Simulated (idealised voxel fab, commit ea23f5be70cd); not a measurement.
voxel wiring stack: a process module
Each square cell in cross-section cut measures 5 nm, and the section as a whole is 255 nm wide.
Cross-section = grid of square cells, listed top down in bands; band = one or more rows.
The band entry comprises the height of the band's top followed by the height of its bottom, expressed in nm, and subsequently the band's materials from left to right, each stated together with its width in nm. Where a single material is marked with the word "everywhere", that material fills the band from edge to edge. The word "air" represents empty space.
We count height from 0. Below that, the starting wafer is all one material. The lowest band never ends at the bottom but goes on down; see "0 and below" for how that is written.
Quick explanation for "30..40": the width changes in equal steps down the rows of cells, from the first number in the band's top row to the second number in its bottom row.
"nothing different", as given for a step, is the statement that not any cell of the cross-section underwent a change during that step.
Listed in "Fully sealed cavities": every empty space of 8 or more cells without an open way to the top. Form: width x height at distance, the distance being from the left edge, all in nm.
Text after the settings on a step's line: the simulator's own remark on that step.
A step line may carry the setting "overlay nm", which, for steps involving a mask, states the distance by which the mask lay to the right of its intended position; negative values denote displacement to the left.
-- Process steps - plan
1. RECEIVE with material Si
2. CONFORMAL_DEP with material SiO2, thk nm 15
3. DIRECTIONAL_DEP with material TiN, thk nm 5
4. DIRECTIONAL_DEP with material Ru, thk nm 20
5. MASKED_ETCH with tone cover, mask id METAL_1, width nm 30, pitch nm 60, etch materials Ru, depth nm 20, overlay nm 0
6. MASKED_ETCH with tone cover, mask id METAL_1, width nm 30, pitch nm 60, etch materials TiN, depth nm 5, overlay nm 0
7. CONFORMAL_DEP with material SiN, thk nm 5
8. FILL_DEP with material SiO2, thk nm 10
9. CMP with height nm 40
10. CONFORMAL_DEP with material SiCN, thk nm 5
11. DIRECTIONAL_DEP with material lowk, thk nm 30
12. PATTERN with tone open, mask id METAL_2, material resist, width nm 30, pitch nm 60, thk nm 15, overlay nm 0
13. DIRECTIONAL_ETCH with etch materials lowk, depth nm 20
14. STRIP with etch materials resist
15. MASKED_ETCH with tone open, mask id METAL_2_HOLES, width nm 15, pitch nm 120, etch materials lowk, depth nm 10, overlay nm 0
16. MASKED_ETCH with tone open, mask id METAL_2_HOLES, width nm 15, pitch nm 120, etch materials SiCN, depth nm 5, overlay nm 0
17. CONFORMAL_DEP with material TiN, thk nm 5
18. FILL_DEP with material Cu, thk nm 5
19. CMP with height nm 75
20. CONFORMAL_DEP with material SiCN, thk nm 5
21. DIRECTIONAL_DEP with material SiO2, thk nm 30
22. MASKED_ETCH with tone open, mask id METAL_3, width nm 30, pitch nm 60, etch materials SiO2, depth nm 15, overlay nm 0
23. MASKED_ETCH with tone open, mask id METAL_3_HOLES, width nm 15, pitch nm 120, etch materials SiO2, depth nm 15, overlay nm 0
24. MASKED_ETCH with tone open, mask id METAL_3_HOLES, width nm 15, pitch nm 120, etch materials SiCN, depth nm 5, overlay nm 0
25. CONFORMAL_DEP with material TiN, thk nm 5
26. FILL_DEP with material Cu, thk nm 10
27. CMP with height nm 110
28. CONFORMAL_DEP with material SiCN, thk nm 5
29. DIRECTIONAL_DEP with material SiO2, thk nm 30
30. PATTERN with tone open, mask id METAL_4, material resist, width nm 30, pitch nm 60, thk nm 15, overlay nm 0
31. DIRECTIONAL_ETCH with etch materials SiO2, depth nm 15
32. STRIP with etch materials resist
33. MASKED_ETCH with tone open, mask id METAL_4_HOLES, width nm 15, pitch nm 60, etch materials SiO2, depth nm 15, overlay nm 0
34. MASKED_ETCH with tone open, mask id METAL_4_HOLES, width nm 15, pitch nm 60, etch materials SiCN, depth nm 5, overlay nm 0
35. CONFORMAL_DEP with material TiN, thk nm 5
36. FILL_DEP with material Cu, thk nm 10
37. CMP with height nm 145
38. CONFORMAL_DEP with material SiN, thk nm 5
-- Cross-section of the incoming wafer, state after step 1
> 0 and below  Si everywhere
> Fully sealed cavities: none
-- Cross-sectional view of the first of the two wafers upon completion of the module, processed in accordance with the plan
> 150 down to 145  SiN everywhere
> 145 down to 135  20 SiO2; 5 TiN; 20 Cu; 5 TiN; 30 SiO2; 5 TiN; 20 Cu; 5 TiN; 30 SiO2; 5 TiN; 20 Cu; 5 TiN; 30 SiO2; 5 TiN; 20 Cu; 5 TiN; 25 SiO2
> 135 down to 130  20 SiO2; 5 TiN; 5 Cu; 20 TiN; 30 SiO2; 5 TiN; 5 Cu; 20 TiN; 30 SiO2; 5 TiN; 5 Cu; 20 TiN; 30 SiO2; 5 TiN; 5 Cu; 20 TiN; 25 SiO2
> 130 down to 115  20 SiO2; 5 TiN; 5 Cu; 5 TiN; 45 SiO2; 5 TiN; 5 Cu; 5 TiN; 45 SiO2; 5 TiN; 5 Cu; 5 TiN; 45 SiO2; 5 TiN; 5 Cu; 5 TiN; 40 SiO2
> 115 down to 110  20 SiCN; 15 TiN; 45 SiCN; 15 TiN; 45 SiCN; 15 TiN; 45 SiCN; 15 TiN; 40 SiCN
> 110 down to 100  20 SiO2; 5 TiN; 20 Cu; 5 TiN; 30 SiO2; 5 TiN; 20 Cu; 5 TiN; 30 SiO2; 5 TiN; 20 Cu; 5 TiN; 30 SiO2; 5 TiN; 20 Cu; 5 TiN; 25 SiO2
> 100 down to 95  20 SiO2; 5 TiN; 5 Cu; 20 TiN; 30 SiO2; 30 TiN; 30 SiO2; 5 TiN; 5 Cu; 20 TiN; 30 SiO2; 30 TiN; 25 SiO2
> 95 down to 80  20 SiO2; 5 TiN; 5 Cu; 5 TiN; 105 SiO2; 5 TiN; 5 Cu; 5 TiN; 100 SiO2
> 80 down to 75  20 SiCN; 15 TiN; 105 SiCN; 15 TiN; 100 SiCN
> 75 down to 60  20 lowk; 5 TiN; 20 Cu; 5 TiN; 30 lowk; 5 TiN; 20 Cu; 5 TiN; 30 lowk; 5 TiN; 20 Cu; 5 TiN; 30 lowk; 5 TiN; 20 Cu; 5 TiN; 25 lowk
> 60 down to 55  20 lowk; 5 TiN; 5 Cu; 20 TiN; 30 lowk; 30 TiN; 30 lowk; 5 TiN; 5 Cu; 20 TiN; 30 lowk; 30 TiN; 25 lowk
> 55 down to 45  20 lowk; 5 TiN; 5 Cu; 5 TiN; 105 lowk; 5 TiN; 5 Cu; 5 TiN; 100 lowk
> 45 down to 40  20 SiCN; 15 TiN; 105 SiCN; 15 TiN; 100 SiCN
> 40 down to 20  15 SiO2; 5 SiN; 30 Ru; 5 SiN; 20 SiO2; 5 SiN; 30 Ru; 5 SiN; 20 SiO2; 5 SiN; 30 Ru; 5 SiN; 20 SiO2; 5 SiN; 30 Ru; 5 SiN; 20 SiO2
> 20 down to 15  20 SiN; 30 TiN; 30 SiN; 30 TiN; 30 SiN; 30 TiN; 30 SiN; 30 TiN; 25 SiN
> 15 down to 0  SiO2 everywhere
> 0 and below  Si everywhere
> Fully sealed cavities: none
-- Cross-sectional image of the second wafer of the two following completion of the module. Starting state and process plan were the same as for the first wafer; one execution error occurred
> 150 down to 145  SiN everywhere
> 145 down to 135  20 SiO2; 5 TiN; 20 Cu; 5 TiN; 30 SiO2; 5 TiN; 20 Cu; 5 TiN; 30 SiO2; 5 TiN; 20 Cu; 5 TiN; 30 SiO2; 5 TiN; 20 Cu; 5 TiN; 25 SiO2
> 135 down to 130  20 SiO2; 5 TiN; 5 Cu; 20 TiN; 30 SiO2; 5 TiN; 5 Cu; 20 TiN; 30 SiO2; 5 TiN; 5 Cu; 20 TiN; 30 SiO2; 5 TiN; 5 Cu; 20 TiN; 25 SiO2
> 130 down to 115  20 SiO2; 5 TiN; 5 Cu; 5 TiN; 45 SiO2; 5 TiN; 5 Cu; 5 TiN; 45 SiO2; 5 TiN; 5 Cu; 5 TiN; 45 SiO2; 5 TiN; 5 Cu; 5 TiN; 40 SiO2
> 115 down to 110  20 SiCN; 15 TiN; 45 SiCN; 15 TiN; 45 SiCN; 15 TiN; 45 SiCN; 15 TiN; 40 SiCN
> 110 down to 100  20 SiO2; 5 TiN; 20 Cu; 5 TiN; 30 SiO2; 5 TiN; 20 Cu; 5 TiN; 30 SiO2; 5 TiN; 20 Cu; 5 TiN; 30 SiO2; 5 TiN; 20 Cu; 5 TiN; 25 SiO2
> 100 down to 95  20 SiO2; 5 TiN; 5 Cu; 20 TiN; 30 SiO2; 30 TiN; 30 SiO2; 5 TiN; 5 Cu; 20 TiN; 30 SiO2; 30 TiN; 25 SiO2
> 95 down to 90  20 SiO2; 15 TiN; 105 SiO2; 15 TiN; 100 SiO2
> 90 down to 80  SiO2 everywhere
> 80 down to 75  SiCN everywhere
> 75 down to 60  20 lowk; 5 TiN; 20 Cu; 5 TiN; 30 lowk; 5 TiN; 20 Cu; 5 TiN; 30 lowk; 5 TiN; 20 Cu; 5 TiN; 30 lowk; 5 TiN; 20 Cu; 5 TiN; 25 lowk
> 60 down to 55  20 lowk; 5 TiN; 5 Cu; 20 TiN; 30 lowk; 30 TiN; 30 lowk; 5 TiN; 5 Cu; 20 TiN; 30 lowk; 30 TiN; 25 lowk
> 55 down to 45  20 lowk; 5 TiN; 5 Cu; 5 TiN; 105 lowk; 5 TiN; 5 Cu; 5 TiN; 100 lowk
> 45 down to 40  20 SiCN; 15 TiN; 105 SiCN; 15 TiN; 100 SiCN
> 40 down to 20  15 SiO2; 5 SiN; 30 Ru; 5 SiN; 20 SiO2; 5 SiN; 30 Ru; 5 SiN; 20 SiO2; 5 SiN; 30 Ru; 5 SiN; 20 SiO2; 5 SiN; 30 Ru; 5 SiN; 20 SiO2
> 20 down to 15  20 SiN; 30 TiN; 30 SiN; 30 TiN; 30 SiN; 30 TiN; 30 SiN; 30 TiN; 25 SiN
> 15 down to 0  SiO2 everywhere
> 0 and below  Si everywhere
> Fully sealed cavities: none
what went wrong: step 23 did not use the planned setting and instead ran as MASKED_ETCH with tone open, mask id METAL_3_HOLES, width nm 15, pitch nm 120, etch materials SiO2, depth nm 5, overlay nm 0
In the final state, the cell counts of the second wafer exceed or fall short of those of the first for the following materials: Cu: 6 fewer; SiCN: 6 more; SiO2: 12 more; TiN: 12 fewer
